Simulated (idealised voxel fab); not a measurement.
process module | voxel self aligned contacts
cross-section cut | 230 nm wide | cells 5 nm
A cross-section is a grid of square cells, given in bands from the top down. A band is one or more rows of cells.
Each band's line starts with the height of the band's top and of its bottom, in nm. Then come its materials from left to right, each with its width in nm. One material with "throughout" fills the band from edge to edge. "air" is empty space.
Height 0 is the level under which the wafer as received is all one material. The lowest band goes on downwards, as in "0 down".
A width such as "30 to 40" changes by the same amount from each row of cells to the next, from the band's top row to its bottom row.
"no change" after a step means that no cell of the cross-section changed.
closed voids: empty space of 8 cells or more with no open way to the top, each as width x height at its distance from the left edge, in nm
after a step's settings: what the simulator itself notes on the step
overlay nm, on a step with a mask: how far to the right of its planned place the mask lay; to the left if negative
plan
1 op RECEIVE | material Si
2 op OXIDIZE | depth nm 5
3 op DIRECTIONAL_DEP | material polySi | thk nm 20
4 op DIRECTIONAL_DEP | material SiN | thk nm 25
5 op PATTERN | tone cover | mask id GATE | material resist | width nm 35 | pitch nm 70 | thk nm 15 | overlay nm 0
6 op DIRECTIONAL_ETCH | etch materials SiN | depth nm 25
7 op DIRECTIONAL_ETCH | etch materials polySi | depth nm 20
8 op STRIP | etch materials resist
9 op CONFORMAL_DEP | material SiN | thk nm 10
10 op DIRECTIONAL_ETCH | etch materials SiN | depth nm 10
11 op FILL_DEP | material SiO2 | thk nm 10
12 op CMP | height nm 50
13 op DIRECTIONAL_DEP | material aC | thk nm 15
14 op PATTERN | tone open | mask id CONTACT | material resist | width nm 55 | pitch nm 70 | thk nm 35 | overlay nm 0
15 op DIRECTIONAL_ETCH | etch materials aC | depth nm 15
16 op STRIP | etch materials resist
17 op DIRECTIONAL_ETCH | etch materials SiO2 | depth nm 55
18 op STRIP | etch materials aC
19 op CONFORMAL_DEP | material TiN | thk nm 5
20 op FILL_DEP | material W | thk nm 5
21 op CMP | height nm 50
22 op CONFORMAL_DEP | material SiN | thk nm 5
first wafer, as planned
as received, after step 1
  0 down: Si throughout
  closed voids: none
after step 2
  0 to -5: SiO2 throughout
  below -5: unchanged
after step 3
  20 to 0: polySi throughout
  below 0: unchanged
after step 4
  45 to 20: SiN throughout
  below 20: unchanged
after step 5
  60 to 45: air 25 | resist 35 | air 35 | resist 35 | air 35 | resist 35 | air 30
  below 45: unchanged
after step 6
  60 to 45: air 25 | resist 35 | air 35 | resist 35 | air 35 | resist 35 | air 30
  45 to 20: air 25 | SiN 35 | air 35 | SiN 35 | air 35 | SiN 35 | air 30
  below 20: unchanged
after step 7
  60 to 45: air 25 | resist 35 | air 35 | resist 35 | air 35 | resist 35 | air 30
  45 to 20: air 25 | SiN 35 | air 35 | SiN 35 | air 35 | SiN 35 | air 30
  20 to 0: air 25 | polySi 35 | air 35 | polySi 35 | air 35 | polySi 35 | air 30
  below 0: unchanged
after step 8
  45 to 20: air 25 | SiN 35 | air 35 | SiN 35 | air 35 | SiN 35 | air 30
  below 20: unchanged
after step 9
  55 to 20: air 15 | SiN 55 | air 15 | SiN 55 | air 15 | SiN 55 | air 20
  20 to 10: air 15 | SiN 10 | polySi 35 | SiN 10 | air 15 | SiN 10 | polySi 35 | SiN 10 | air 15 | SiN 10 | polySi 35 | SiN 10 | air 20
  10 to 0: SiN 25 | polySi 35 | SiN 35 | polySi 35 | SiN 35 | polySi 35 | SiN 30
  below 0: unchanged
after step 10
  45 to 20: air 15 | SiN 55 | air 15 | SiN 55 | air 15 | SiN 55 | air 20
  20 to 0: air 15 | SiN 10 | polySi 35 | SiN 10 | air 15 | SiN 10 | polySi 35 | SiN 10 | air 15 | SiN 10 | polySi 35 | SiN 10 | air 20
  below 0: unchanged
after step 11
  55 to 45: SiO2 throughout
  45 to 20: SiO2 15 | SiN 55 | SiO2 15 | SiN 55 | SiO2 15 | SiN 55 | SiO2 20
  20 to 0: SiO2 15 | SiN 10 | polySi 35 | SiN 10 | SiO2 15 | SiN 10 | polySi 35 | SiN 10 | SiO2 15 | SiN 10 | polySi 35 | SiN 10 | SiO2 20
  below 0: unchanged
after step 12
  50 to 45: SiO2 throughout
  below 45: unchanged
after step 13
  65 to 50: aC throughout
  below 50: unchanged
after step 14
  100 to 65: resist 50 | air 55 | resist 15 | air 55 | resist 55
  below 65: unchanged
after step 15
  85 to 65: resist 50 | air 55 | resist 15 | air 55 | resist 55
  65 to 50: aC 50 | air 55 | aC 15 | air 55 | aC 55
  below 50: unchanged
after step 16
  65 to 50: aC 50 | air 55 | aC 15 | air 55 | aC 55
  below 50: unchanged
after step 17
  65 to 50: aC 50 | air 55 | aC 15 | air 55 | aC 55
  50 to 45: SiO2 50 | air 55 | SiO2 15 | air 55 | SiO2 55
  45 to 20: SiO2 15 | SiN 55 | air 15 | SiN 55 | air 15 | SiN 55 | SiO2 20
  20 to 0: SiO2 15 | SiN 10 | polySi 35 | SiN 10 | air 15 | SiN 10 | polySi 35 | SiN 10 | air 15 | SiN 10 | polySi 35 | SiN 10 | SiO2 20
  0 to -5: SiO2 70 | air 15 | SiO2 55 | air 15 | SiO2 75
  below -5: unchanged
after step 18
  50 to 45: SiO2 50 | air 55 | SiO2 15 | air 55 | SiO2 55
  below 45: unchanged
after step 19
  55 to 50: TiN 55 | air 45 | TiN 25 | air 45 | TiN 60
  50 to 45: SiO2 50 | TiN 25 | air 5 | TiN 25 | SiO2 15 | TiN 25 | air 5 | TiN 25 | SiO2 55
  45 to 20: SiO2 15 | SiN 55 | TiN 5 | air 5 | TiN 5 | SiN 55 | TiN 5 | air 5 | TiN 5 | SiN 55 | SiO2 20
  20 to 0: SiO2 15 | SiN 10 | polySi 35 | SiN 10 | TiN 5 | air 5 | TiN 5 | SiN 10 | polySi 35 | SiN 10 | TiN 5 | air 5 | TiN 5 | SiN 10 | polySi 35 | SiN 10 | SiO2 20
  0 to -5: SiO2 70 | TiN 15 | SiO2 55 | TiN 15 | SiO2 75
  below -5: unchanged
after step 20
  60 to 55: W throughout
  55 to 50: TiN 55 | W 45 | TiN 25 | W 45 | TiN 60
  50 to 45: SiO2 50 | TiN 25 | W 5 | TiN 25 | SiO2 15 | TiN 25 | W 5 | TiN 25 | SiO2 55
  45 to 20: SiO2 15 | SiN 55 | TiN 5 | W 5 | TiN 5 | SiN 55 | TiN 5 | W 5 | TiN 5 | SiN 55 | SiO2 20
  20 to 0: SiO2 15 | SiN 10 | polySi 35 | SiN 10 | TiN 5 | W 5 | TiN 5 | SiN 10 | polySi 35 | SiN 10 | TiN 5 | W 5 | TiN 5 | SiN 10 | polySi 35 | SiN 10 | SiO2 20
  below 0: unchanged
after step 21
  50 to 45: SiO2 50 | TiN 25 | W 5 | TiN 25 | SiO2 15 | TiN 25 | W 5 | TiN 25 | SiO2 55
  below 45: unchanged
after step 22
  55 to 50: SiN throughout
  below 50: unchanged
second wafer: like start, like plan, one mistake. Through step 13 it matches the first wafer
when step 14 should have ended
  100 to 65: resist 55 | air 50 | resist 20 | air 50 | resist 55
  below 65: unchanged
when step 15 should have ended
  85 to 65: resist 55 | air 50 | resist 20 | air 50 | resist 55
  65 to 50: aC 55 | air 50 | aC 20 | air 50 | aC 55
  below 50: unchanged
when step 16 should have ended
  65 to 50: aC 55 | air 50 | aC 20 | air 50 | aC 55
  below 50: unchanged
when step 17 should have ended
  65 to 50: aC 55 | air 50 | aC 20 | air 50 | aC 55
  50 to 45: SiO2 55 | air 50 | SiO2 20 | air 50 | SiO2 55
  45 to 20: SiO2 15 | SiN 55 | air 15 | SiN 55 | air 15 | SiN 55 | SiO2 20
  20 to 0: SiO2 15 | SiN 10 | polySi 35 | SiN 10 | air 15 | SiN 10 | polySi 35 | SiN 10 | air 15 | SiN 10 | polySi 35 | SiN 10 | SiO2 20
  0 to -5: SiO2 70 | air 15 | SiO2 55 | air 15 | SiO2 75
  below -5: unchanged
when step 18 should have ended
  50 to 45: SiO2 55 | air 50 | SiO2 20 | air 50 | SiO2 55
  below 45: unchanged
when step 19 should have ended
  55 to 50: TiN 60 | air 40 | TiN 30 | air 40 | TiN 60
  50 to 45: SiO2 55 | TiN 20 | air 5 | TiN 25 | SiO2 20 | TiN 20 | air 5 | TiN 25 | SiO2 55
  45 to 20: SiO2 15 | SiN 55 | TiN 5 | air 5 | TiN 5 | SiN 55 | TiN 5 | air 5 | TiN 5 | SiN 55 | SiO2 20
  20 to 0: SiO2 15 | SiN 10 | polySi 35 | SiN 10 | TiN 5 | air 5 | TiN 5 | SiN 10 | polySi 35 | SiN 10 | TiN 5 | air 5 | TiN 5 | SiN 10 | polySi 35 | SiN 10 | SiO2 20
  0 to -5: SiO2 70 | TiN 15 | SiO2 55 | TiN 15 | SiO2 75
  below -5: unchanged
when step 20 should have ended
  60 to 55: W throughout
  55 to 50: TiN 60 | W 40 | TiN 30 | W 40 | TiN 60
  50 to 45: SiO2 55 | TiN 20 | W 5 | TiN 25 | SiO2 20 | TiN 20 | W 5 | TiN 25 | SiO2 55
  45 to 20: SiO2 15 | SiN 55 | TiN 5 | W 5 | TiN 5 | SiN 55 | TiN 5 | W 5 | TiN 5 | SiN 55 | SiO2 20
  20 to 0: SiO2 15 | SiN 10 | polySi 35 | SiN 10 | TiN 5 | W 5 | TiN 5 | SiN 10 | polySi 35 | SiN 10 | TiN 5 | W 5 | TiN 5 | SiN 10 | polySi 35 | SiN 10 | SiO2 20
  below 0: unchanged
when step 21 should have ended
  50 to 45: SiO2 55 | TiN 20 | W 5 | TiN 25 | SiO2 20 | TiN 20 | W 5 | TiN 25 | SiO2 55
  below 45: unchanged
when step 22 should have ended
  55 to 50: SiN throughout
  below 50: unchanged
what went wrong: step 14 ran as: op PATTERN | tone open | mask id CONTACT | material resist | width nm 50 | pitch nm 70 | thk nm 35 | overlay nm 0
at the end the second wafer has, in cells: 2 more of SiO2 | 2 fewer of TiN
